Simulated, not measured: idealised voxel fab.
process module | voxel lift off
cross-section cut | 270 nm wide | cells 5 nm
A cross-section is a grid of square cells, given in bands from the top down. A band is one or more rows of cells.
Each band's line starts with the height of the band's top and of its bottom, in nm. Then come its materials from left to right, each with its width in nm. One material with "throughout" fills the band from edge to edge. "air" is empty space.
Height 0 is the level under which the wafer as received is all one material. The lowest band goes on downwards, as in "0 down".
A width such as "30 to 40" changes by the same amount from each row of cells to the next, from the band's top row to its bottom row.
"no change" after a step means that no cell of the cross-section changed.
closed voids: empty space of 8 cells or more with no open way to the top, each as width x height at its distance from the left edge, in nm
after a step's settings: what the simulator itself notes on the step
overlay nm, on a step with a mask: how far to the right of its planned place the mask lay; to the left if negative
plan
1 op RECEIVE | material Si
2 op CONFORMAL_DEP | material SiO2 | thk nm 5
3 op PATTERN | tone open | mask id LINES | material resist | width nm 15 | pitch nm 50 | thk nm 30 | overlay nm 0
4 op DIRECTIONAL_DEP | material Ru | thk nm 15
5 op STRIP | etch materials resist
6 op CONFORMAL_DEP | material SiO2 | thk nm 10
varied across the wafers: width nm of step 3. The plan shows the first wafer's value. All wafers start alike
first wafer as received, after step 1
  0 down: Si throughout
  closed voids: none
each wafer at the end: cells of each material gained (+) or lost (-) since it was received, then its closed voids
width nm 15 | +36 Ru | +210 SiO2 | closed voids: none
width nm 20 | +48 Ru | +210 SiO2 | closed voids: none
width nm 25 | +60 Ru | +210 SiO2 | closed voids: none
width nm 30 | +72 Ru | +210 SiO2 | closed voids: none
width nm 35 | +84 Ru | +201 SiO2 | closed voids: none
